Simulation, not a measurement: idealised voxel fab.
The following is a process module called voxel wiring stack.
Shown is cross-section cut, with a width of 250 nm and square cells of size 5 nm.
For the purposes of this document, a cross-section shall be understood as a grid of square cells, specified as bands listed in top-to-bottom order, each band consisting of one or more rows of cells.
It is stipulated that each band's entry specify, in nanometres, the height of the top of the band and then that of its bottom, followed by the materials of the band in left-to-right sequence, each together with its width in nanometres. A single material marked by the word "full width" is understood to fill the band from edge to edge; the word "air" is understood to denote empty space.
Height is counted from the level 0, under which the received wafer is composed throughout of one material. The lowest of the bands is not closed at the bottom but continues downward, in the notation "0 and below".
So if you see something like "30..40" for the width, read it as the top row of the band sitting at the first number and the bottom row at the second, with every row in between moving by the same amount as the last.
Reading "same as before" for a step: not a cell of the cross-section changed in it.
Empty spaces counting at least 8 cells and having no open way to the top are listed in "Fully enclosed voids". The notation width x height at distance is used for each, the distance being from the left edge and all three values in nm.
Past the settings on a step's line: simulator remark, on that step.
"overlay nm" answers the question of how far to the right of plan the mask lay on a step that has a mask, and when it is negative the answer is to the left.

The planned process steps are enumerated hereunder:
1: RECEIVE, material Si
2: CONFORMAL_DEP, material SiO2, thk nm 10
3: DIRECTIONAL_DEP, material TiN, thk nm 5
4: DIRECTIONAL_DEP, material Ru, thk nm 20
5: DIRECTIONAL_DEP, material aC, thk nm 15
6: PATTERN, tone cover, mask id METAL_1, material resist, width nm 30, pitch nm 55, thk nm 30, overlay nm 0
7: DIRECTIONAL_ETCH, etch materials aC, depth nm 15
8: STRIP, etch materials resist
9: DIRECTIONAL_ETCH, etch materials Ru, depth nm 20
10: DIRECTIONAL_ETCH, etch materials TiN, depth nm 5
11: STRIP, etch materials aC
12: FILL_DEP, material SiO2, thk nm 5
13: CMP, height nm 35
14: CONFORMAL_DEP, material SiCN, thk nm 5
15: DIRECTIONAL_DEP, material SiO2, thk nm 10
16: PATTERN, tone open, mask id PLUG_1, material resist, width nm 15, pitch nm 55, thk nm 15, overlay nm 0
17: DIRECTIONAL_ETCH, etch materials SiO2, depth nm 10
18: DIRECTIONAL_ETCH, etch materials SiCN, depth nm 5
19: STRIP, etch materials resist
20: CONFORMAL_DEP, material TiN, thk nm 5
21: FILL_DEP, material W, thk nm 10
22: CMP, height nm 50
23: DIRECTIONAL_DEP, material TiN, thk nm 5
24: DIRECTIONAL_DEP, material W, thk nm 20
25: PATTERN, tone cover, mask id METAL_2, material resist, width nm 30, pitch nm 55, thk nm 15, overlay nm 0
26: DIRECTIONAL_ETCH, etch materials W, depth nm 20
27: DIRECTIONAL_ETCH, etch materials TiN, depth nm 5
28: STRIP, etch materials resist
29: CONFORMAL_DEP, material SiCN, thk nm 5
30: FILL_DEP, material SiO2, thk nm 10
31: CMP, height nm 75
32: CONFORMAL_DEP, material SiCN, thk nm 5
33: DIRECTIONAL_DEP, material SiO2, thk nm 30
34: DIRECTIONAL_DEP, material aC, thk nm 10
35: PATTERN, tone open, mask id METAL_3, material resist, width nm 30, pitch nm 55, thk nm 25, overlay nm -15
36: DIRECTIONAL_ETCH, etch materials aC, depth nm 10
37: STRIP, etch materials resist
38: DIRECTIONAL_ETCH, etch materials SiO2, depth nm 15
39: STRIP, etch materials aC
40: PATTERN, tone open, mask id METAL_3_HOLES, material resist, width nm 15, pitch nm 55, thk nm 15, overlay nm 0
41: DIRECTIONAL_ETCH, etch materials SiO2, depth nm 15
42: DIRECTIONAL_ETCH, etch materials SiCN, depth nm 5
43: STRIP, etch materials resist
44: CONFORMAL_DEP, material TiN, thk nm 5
45: FILL_DEP, material Cu, thk nm 10
46: CMP, height nm 110
47: CONFORMAL_DEP, material SiCN, thk nm 5
Across this set of wafers, the varied parameter is the overlay nm of step 35. Starting conditions are identical for every wafer, and the plan reports the value assigned to the first wafer.

First wafer as received, after step 1:
- 0 and below  Si full width
- Fully enclosed voids: none

At the end of the module, after its last step, step 47, the first of several wafers appears in cross-section as follows:
- 115 down to 110  SiCN full width
- 110 down to 100  SiO2 40; TiN 5; Cu 20; TiN 5; SiO2 25; TiN 5; Cu 20; TiN 5; SiO2 25; TiN 5; Cu 20; TiN 5; SiO2 70
- 100 down to 95  SiO2 40; TiN 20; Cu 5; TiN 5; SiO2 25; TiN 20; Cu 5; TiN 5; SiO2 25; TiN 20; Cu 5; TiN 5; SiO2 70
- 95 down to 80  SiO2 55; TiN 5; Cu 5; TiN 5; SiO2 40; TiN 5; Cu 5; TiN 5; SiO2 40; TiN 5; Cu 5; TiN 5; SiO2 70
- 80 down to 75  SiCN 55; TiN 15; SiCN 40; TiN 15; SiCN 40; TiN 15; SiCN 70
- 75 down to 55  SiO2 50; SiCN 5; W 30; SiCN 5; SiO2 15; SiCN 5; W 30; SiCN 5; SiO2 15; SiCN 5; W 30; SiCN 5; SiO2 50
- 55 down to 50  SiCN 55; TiN 30; SiCN 25; TiN 30; SiCN 25; TiN 30; SiCN 55
- 50 down to 40  SiO2 55; TiN 5; W 5; TiN 5; SiO2 40; TiN 5; W 5; TiN 5; SiO2 40; TiN 5; W 5; TiN 5; SiO2 70
- 40 down to 35  SiCN 55; TiN 15; SiCN 40; TiN 15; SiCN 40; TiN 15; SiCN 70
- 35 down to 15  SiO2 55; Ru 30; SiO2 25; Ru 30; SiO2 25; Ru 30; SiO2 55
- 15 down to 10  SiO2 55; TiN 30; SiO2 25; TiN 30; SiO2 25; TiN 30; SiO2 55
- 10 down to 0  SiO2 full width
- 0 and below  Si full width
- Fully enclosed voids: none

Final wafer of several, shown in cross-section at the end of the module:
- 115 down to 110  SiCN full width
- 110 down to 100  SiO2 55; TiN 5; Cu 35; TiN 5; SiO2 10; TiN 5; Cu 35; TiN 5; SiO2 10; TiN 5; Cu 35; TiN 5; SiO2 40
- 100 down to 95  SiO2 55; TiN 45; SiO2 10; TiN 45; SiO2 10; TiN 45; SiO2 40
- 95 down to 80  SiO2 full width
- 80 down to 75  SiCN full width
- 75 down to 55  SiO2 50; SiCN 5; W 30; SiCN 5; SiO2 15; SiCN 5; W 30; SiCN 5; SiO2 15; SiCN 5; W 30; SiCN 5; SiO2 50
- 55 down to 50  SiCN 55; TiN 30; SiCN 25; TiN 30; SiCN 25; TiN 30; SiCN 55
- 50 down to 40  SiO2 55; TiN 5; W 5; TiN 5; SiO2 40; TiN 5; W 5; TiN 5; SiO2 40; TiN 5; W 5; TiN 5; SiO2 70
- 40 down to 35  SiCN 55; TiN 15; SiCN 40; TiN 15; SiCN 40; TiN 15; SiCN 70
- 35 down to 15  SiO2 55; Ru 30; SiO2 25; Ru 30; SiO2 25; Ru 30; SiO2 55
- 15 down to 10  SiO2 55; TiN 30; SiO2 25; TiN 30; SiO2 25; TiN 30; SiO2 55
- 10 down to 0  SiO2 full width
- 0 and below  Si full width
- Fully enclosed voids: none

Below: a row per wafer. Contents at end of module: for every material, cells gained since receipt (+) or lost since receipt (-); then closed voids:
overlay nm -15 | +36 Cu | +72 Ru | +188 SiCN | +665 SiO2 | +111 TiN | +78 W | Fully enclosed voids: none
overlay nm -10 | +36 Cu | +72 Ru | +188 SiCN | +665 SiO2 | +111 TiN | +78 W | Fully enclosed voids: none
overlay nm -5 | +36 Cu | +72 Ru | +188 SiCN | +665 SiO2 | +111 TiN | +78 W | Fully enclosed voids: none
overlay nm 0 | +36 Cu | +72 Ru | +188 SiCN | +665 SiO2 | +111 TiN | +78 W | Fully enclosed voids: none
overlay nm 5 | +30 Cu | +72 Ru | +191 SiCN | +665 SiO2 | +114 TiN | +78 W | Fully enclosed voids: none
overlay nm 10 | +36 Cu | +72 Ru | +194 SiCN | +665 SiO2 | +105 TiN | +78 W | Fully enclosed voids: none
overlay nm 15 | +42 Cu | +72 Ru | +197 SiCN | +665 SiO2 | +96 TiN | +78 W | Fully enclosed voids: none
